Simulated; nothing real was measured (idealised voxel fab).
The following process module bears the name voxel self aligned contacts.
This is section cut - it's 145 nm across, gridded in 5 nm square cells.
Each cross-section below is a grid of square cells, stated as bands in top-down order, with one or more rows of cells making up each band. Band: top and bottom heights (nm) first, top before bottom; then materials from left to right, widths in nm. "full width" marks a sole material filling the band edge to edge. "blank" denotes empty space. A quick word on heights: they are counted from 0, and under that level the wafer as it came to us is one material throughout. The lowest band is different from the rest in having no bottom; it simply continues downward, written as in "0..down". With a width like "30..40", each row of cells in the band differs from the next by the same amount, the top row carrying the first number and the bottom row the second. When a step is marked "nothing different", none of the cells in the cross-section changed during that step. "closed voids" enumerates empty spaces isolated from the top, with no open way to it, that contain at least 8 cells, giving each as width x height at distance from the left edge, all three in nm. The remark found on a step's line after its settings is issued by the simulator itself and pertains to that step. "overlay nm" answers the question of how far to the right of plan the mask lay on a step that has a mask, and when it is negative the answer is to the left. Heads up before you read on: it's before/after pairs around one process step each, after side only down to the lowest band that changed, step plus settings under the pair. Pairs can be from different runs of this module, same starting wafer, so only chain a pair onto the one above if its "Snapshot before" entry says so.

Snapshot before:
- 70..60: W full width
- 60..55: TiN 55 | W 40 | TiN 50
- 55..50: SiO2 50 | TiN 15 | W 10 | TiN 25 | SiO2 45
- 50..25: SiO2 10 | SiN 50 | TiN 5 | W 10 | TiN 5 | SiN 50 | SiO2 15
- 25..5: SiO2 10 | SiN 10 | polySi 30 | SiN 10 | TiN 5 | W 10 | TiN 5 | SiN 10 | polySi 30 | SiN 10 | SiO2 15
- 5..0: SiO2 60 | TiN 20 | SiO2 65
- 0..down: Si full width
- closed voids: none

Resulting Cross-Section:
- 55..50: SiO2 50 | TiN 15 | W 10 | TiN 25 | SiO2 45
- Under the height 50 nothing was changed.
- closed voids: none
What was done to get from the upper cross-section to the lower one? CMP | height nm 55

Snapshot before: as in the pair right above, post-step view.

Resulting Cross-Section:
- 60..55: SiCN full width
- Under the height 55 nothing was changed.
- closed voids: none
What was done to get from the upper cross-section to the lower one? CONFORMAL_DEP | material SiCN | thk nm 5

Snapshot before:
- 55..50: SiO2 45 | blank 50 | SiO2 50
- 50..25: SiO2 10 | SiN 50 | blank 20 | SiN 50 | SiO2 15
- 25..5: SiO2 10 | SiN 10 | polySi 30 | SiN 10 | blank 20 | SiN 10 | polySi 30 | SiN 10 | SiO2 15
- 5..0: SiO2 60 | blank 20 | SiO2 65
- 0..down: Si full width
- closed voids: none

Resulting Cross-Section:
- 60..55: SiCN 50 | blank 40 | SiCN 55
- 55..50: SiO2 45 | SiCN 20 | blank 10 | SiCN 20 | SiO2 50
- 50..25: SiO2 10 | SiN 50 | SiCN 5 | blank 10 | SiCN 5 | SiN 50 | SiO2 15
- 25..5: SiO2 10 | SiN 10 | polySi 30 | SiN 10 | SiCN 5 | blank 10 | SiCN 5 | SiN 10 | polySi 30 | SiN 10 | SiO2 15
- 5..0: SiO2 60 | SiCN 20 | SiO2 65
- Under the height 0 nothing was changed.
- closed voids: none
What was done to get from the upper cross-section to the lower one? CONFORMAL_DEP | material SiCN | thk nm 5

Snapshot before: as in the pair right above, post-step view.

Resulting Cross-Section:
- 70..60: W full width
- 60..55: SiCN 50 | W 40 | SiCN 55
- 55..50: SiO2 45 | SiCN 20 | W 10 | SiCN 20 | SiO2 50
- 50..25: SiO2 10 | SiN 50 | SiCN 5 | W 10 | SiCN 5 | SiN 50 | SiO2 15
- 25..5: SiO2 10 | SiN 10 | polySi 30 | SiN 10 | SiCN 5 | W 10 | SiCN 5 | SiN 10 | polySi 30 | SiN 10 | SiO2 15
- Under the height 5 nothing was changed.
- closed voids: none
What was done to get from the upper cross-section to the lower one? FILL_DEP | material W | thk nm 10

Snapshot before: as in the pair right above, post-step view.

Resulting Cross-Section:
- 55..50: SiO2 45 | SiCN 20 | W 10 | SiCN 20 | SiO2 50
- Under the height 50 nothing was changed.
- closed voids: none
What was done to get from the upper cross-section to the lower one? CMP | height nm 55

Snapshot before: as in the pair right above, post-step view.

Resulting Cross-Section:
- 60..55: SiCN full width
- Under the height 55 nothing was changed.
- closed voids: none
What was done to get from the upper cross-section to the lower one? CONFORMAL_DEP | material SiCN | thk nm 5

Snapshot before:
- 55..50: SiO2 full width
- 50..25: SiO2 10 | SiN 50 | SiO2 20 | SiN 50 | SiO2 15
- 25..5: SiO2 10 | SiN 10 | polySi 30 | SiN 10 | SiO2 20 | SiN 10 | polySi 30 | SiN 10 | SiO2 15
- 5..0: SiO2 full width
- 0..down: Si full width
- closed voids: none

Resulting Cross-Section:
- 55..50: blank 45 | SiO2 50 | blank 50
- 50..25: blank 10 | SiN 50 | SiO2 20 | SiN 50 | blank 15
- 25..5: blank 10 | SiN 10 | polySi 30 | SiN 10 | SiO2 20 | SiN 10 | polySi 30 | SiN 10 | blank 15
- 5..0: blank 10 | SiO2 120 | blank 15
- Under the height 0 nothing was changed.
- closed voids: none
What was done to get from the upper cross-section to the lower one? MASKED_ETCH | tone cover | mask id CONTACT | width nm 50 | etch materials SiO2 | depth nm 55 | overlay nm 0

Snapshot before: as in the pair right above, post-step view.

Resulting Cross-Section:
- 60..55: blank 40 | TiN 60 | blank 45
- 55..50: blank 5 | TiN 40 | SiO2 50 | TiN 40 | blank 10
- 50..25: blank 5 | TiN 5 | SiN 50 | SiO2 20 | SiN 50 | TiN 5 | blank 10
- 25..5: blank 5 | TiN 5 | SiN 10 | polySi 30 | SiN 10 | SiO2 20 | SiN 10 | polySi 30 | SiN 10 | TiN 5 | blank 10
- 5..0: TiN 10 | SiO2 120 | TiN 15
- Under the height 0 nothing was changed.
- closed voids: none
What was done to get from the upper cross-section to the lower one? CONFORMAL_DEP | material TiN | thk nm 5

Snapshot before: as in the pair right above, post-step view.

Resulting Cross-Section:
- 70..60: W full width
- 60..55: W 40 | TiN 60 | W 45
- 55..50: W 5 | TiN 40 | SiO2 50 | TiN 40 | W 10
- 50..25: W 5 | TiN 5 | SiN 50 | SiO2 20 | SiN 50 | TiN 5 | W 10
- 25..5: W 5 | TiN 5 | SiN 10 | polySi 30 | SiN 10 | SiO2 20 | SiN 10 | polySi 30 | SiN 10 | TiN 5 | W 10
- Under the height 5 nothing was changed.
- closed voids: none
What was done to get from the upper cross-section to the lower one? FILL_DEP | material W | thk nm 10

Snapshot before: as in the pair right above, post-step view.

Resulting Cross-Section:
- 55..50: W 5 | TiN 40 | SiO2 50 | TiN 40 | W 10
- Under the height 50 nothing was changed.
- closed voids: none
What was done to get from the upper cross-section to the lower one? CMP | height nm 55

Snapshot before: as in the pair right above, post-step view.

Resulting Cross-Section:
- 60..55: SiCN full width
- Under the height 55 nothing was changed.
- closed voids: none
What was done to get from the upper cross-section to the lower one? CONFORMAL_DEP | material SiCN | thk nm 5
